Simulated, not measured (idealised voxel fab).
process module | voxel plated lines
cross-section cut | 175 nm wide | cells 5 nm
A cross-section is a grid of square cells, given in bands from the top down. A band is one or more rows of cells.
Each band's line starts with the height of the band's top and of its bottom, in nm. Then come its materials from left to right, each with its width in nm. One material with "throughout" fills the band from edge to edge. "air" is empty space.
Height 0 is the level under which the wafer as received is all one material. The lowest band goes on downwards, as in "0 down".
A width such as "30 to 40" changes by the same amount from each row of cells to the next, from the band's top row to its bottom row.
"no change" after a step means that no cell of the cross-section changed.
closed voids: empty space of 8 cells or more with no open way to the top, each as width x height at its distance from the left edge, in nm
after a step's settings: what the simulator itself notes on the step
overlay nm, on a step with a mask: how far to the right of its planned place the mask lay; to the left if negative
plan
1 op RECEIVE | material Si
2 op CONFORMAL_DEP | material SiO2 | thk nm 5
3 op DIRECTIONAL_DEP | material TiN | thk nm 5
4 op PATTERN | tone open | mask id LINES | material resist | width nm 20 | pitch nm 40 | thk nm 40 | overlay nm 0
5 op EPI | material Ru | thk nm 5
6 op EPI | material Ru | thk nm 5
7 op EPI | material Ru | thk nm 10
8 op STRIP | etch materials resist
9 op DIRECTIONAL_ETCH | etch materials TiN | depth nm 5
10 op CONFORMAL_DEP | material SiN | thk nm 10
as received, after step 1
  0 down: Si throughout
  closed voids: none
a wafer at the end: this start, this plan, one mistake
  30 to 10: air 35 | Ru 20 | air 20 | Ru 20 | air 20 | Ru 20 | air 40
  10 to 5: air 35 | TiN 20 | air 20 | TiN 20 | air 20 | TiN 20 | air 40
  5 to 0: SiO2 throughout
  0 down: Si throughout
  closed voids: none
what went wrong: step 10 was left out
